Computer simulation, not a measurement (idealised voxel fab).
process module | voxel capacitor over wiring
cross-section cut | 285 nm wide | cells 5 nm
A cross-section is a grid of square cells, given in bands from the top down. A band is one or more rows of cells.
Each band's line starts with the height of the band's top and of its bottom, in nm. Then come its materials from left to right, each with its width in nm. One material with "throughout" fills the band from edge to edge. "air" is empty space.
Height 0 is the level under which the wafer as received is all one material. The lowest band goes on downwards, as in "0 down".
A width such as "30 to 40" changes by the same amount from each row of cells to the next, from the band's top row to its bottom row.
"no change" after a step means that no cell of the cross-section changed.
closed voids: empty space of 8 cells or more with no open way to the top, each as width x height at its distance from the left edge, in nm
after a step's settings: what the simulator itself notes on the step
overlay nm, on a step with a mask: how far to the right of its planned place the mask lay; to the left if negative
plan
1 op RECEIVE | material Si
2 op CONFORMAL_DEP | material SiO2 | thk nm 15
3 op CONFORMAL_DEP | material SiN | thk nm 5
4 op DIRECTIONAL_DEP | material SiO2 | thk nm 20
5 op MASKED_ETCH | tone open | mask id METAL_1 | width nm 15 | pitch nm 80 | etch materials SiO2 | depth nm 20 | overlay nm 0
6 op MASKED_ETCH | tone open | mask id METAL_1 | width nm 25 | pitch nm 80 | etch materials SiN | depth nm 5 | overlay nm 0
7 op CONFORMAL_DEP | material TiN | thk nm 5
8 op FILL_DEP | material W | thk nm 5
9 op CMP | height nm 40
10 op CONFORMAL_DEP | material SiCN | thk nm 5
11 op DIRECTIONAL_DEP | material SiO2 | thk nm 20
12 op PATTERN | tone open | mask id PLUG_1 | material resist | width nm 15 | thk nm 20 | overlay nm 0
13 op DIRECTIONAL_ETCH | etch materials SiO2 | depth nm 20
14 op DIRECTIONAL_ETCH | etch materials SiCN | depth nm 5
15 op STRIP | etch materials resist
16 op CONFORMAL_DEP | material TiN | thk nm 5
17 op FILL_DEP | material Ru | thk nm 10
18 op CMP | height nm 65
19 op DIRECTIONAL_DEP | material TiN | thk nm 5
20 op DIRECTIONAL_DEP | material HfO2 | thk nm 5
21 op DIRECTIONAL_DEP | material TiN | thk nm 5
22 op DIRECTIONAL_DEP | material aC | thk nm 15
23 op PATTERN | tone cover | mask id UPPER_PLATE | material resist | width nm 60 | thk nm 35 | overlay nm 0
24 op DIRECTIONAL_ETCH | etch materials aC | depth nm 15
25 op STRIP | etch materials resist
26 op DIRECTIONAL_ETCH | etch materials TiN | depth nm 5
27 op DIRECTIONAL_ETCH | etch materials HfO2 | depth nm 5
28 op STRIP | etch materials aC
29 op DIRECTIONAL_DEP | material aC | thk nm 15
30 op PATTERN | tone cover | mask id LOWER_PLATE | material resist | width nm 70 | thk nm 30 | overlay nm 0
31 op DIRECTIONAL_ETCH | etch materials aC | depth nm 15
32 op STRIP | etch materials resist
33 op DIRECTIONAL_ETCH | etch materials TiN | depth nm 5
34 op STRIP | etch materials aC
35 op FILL_DEP | material SiO2 | thk nm 20
36 op CMP | height nm 95
37 op PATTERN | tone open | mask id PLUG_2 | material resist | width nm 15 | thk nm 20 | overlay nm 0
38 op DIRECTIONAL_ETCH | etch materials SiO2 | depth nm 15
39 op STRIP | etch materials resist
40 op CONFORMAL_DEP | material TiN | thk nm 5
41 op FILL_DEP | material Cu | thk nm 10
42 op CMP | height nm 95
43 op CONFORMAL_DEP | material SiN | thk nm 5
varied across the wafers: width nm of step 5. The plan shows the first wafer's value. All wafers start alike
first wafer as received, after step 1
  0 down: Si throughout
  closed voids: none
first wafer at the end, after step 43
  100 to 95: SiN throughout
  95 to 85: SiO2 110 | TiN 5 | Cu 5 | TiN 5 | SiO2 160
  85 to 75: SiO2 110 to 100 | TiN 15 to 60 | SiO2 160 to 125
  75 to 70: SiO2 100 | HfO2 60 | SiO2 125
  70 to 65: SiO2 95 | TiN 70 | SiO2 120
  65 to 45: SiO2 100 | TiN 5 | Ru 5 | TiN 5 | SiO2 170
  45 to 40: SiCN 100 | TiN 15 | SiCN 170
  40 to 20: SiO2 95 | TiN 5 | W 5 | TiN 5 | SiO2 65 | TiN 5 | W 5 | TiN 5 | SiO2 95
  20 to 15: SiN 95 | TiN 15 | SiN 65 | TiN 15 | SiN 95
  15 to 0: SiO2 throughout
  0 down: Si throughout
  closed voids: none
last wafer at the end
  100 to 95: SiN throughout
  95 to 85: SiO2 110 | TiN 5 | Cu 5 | TiN 5 | SiO2 160
  85 to 75: SiO2 110 to 100 | TiN 15 to 60 | SiO2 160 to 125
  75 to 70: SiO2 100 | HfO2 60 | SiO2 125
  70 to 65: SiO2 95 | TiN 70 | SiO2 120
  65 to 45: SiO2 100 | TiN 5 | Ru 5 | TiN 5 | SiO2 170
  45 to 40: SiCN 100 | TiN 15 | SiCN 170
  40 to 25: SiO2 85 | TiN 5 | W 30 | TiN 5 | SiO2 40 | TiN 5 | W 30 | TiN 5 | SiO2 80
  25 to 20: SiO2 85 | TiN 10 | W 15 | TiN 15 | SiO2 40 | TiN 10 | W 15 | TiN 15 | SiO2 80
  20 to 15: SiN 90 | TiN 25 | SiN 55 | TiN 25 | SiN 90
  15 to 0: SiO2 throughout
  0 down: Si throughout
  closed voids: none
each wafer at the end: cells of each material gained (+) or lost (-) since it was received, then its closed voids
width nm 15 | +2 Cu | +12 HfO2 | +4 Ru | +54 SiCN | +108 SiN | +886 SiO2 | +66 TiN | +8 W | closed voids: none
width nm 20 | +2 Cu | +12 HfO2 | +4 Ru | +54 SiCN | +106 SiN | +878 SiO2 | +68 TiN | +16 W | closed voids: none
width nm 25 | +2 Cu | +12 HfO2 | +4 Ru | +54 SiCN | +104 SiN | +870 SiO2 | +70 TiN | +24 W | closed voids: none
width nm 30 | +2 Cu | +12 HfO2 | +4 Ru | +54 SiCN | +104 SiN | +862 SiO2 | +72 TiN | +30 W | closed voids: none
width nm 35 | +2 Cu | +12 HfO2 | +4 Ru | +54 SiCN | +104 SiN | +854 SiO2 | +74 TiN | +36 W | closed voids: none
width nm 40 | +2 Cu | +12 HfO2 | +4 Ru | +54 SiCN | +104 SiN | +846 SiO2 | +76 TiN | +42 W | closed voids: none
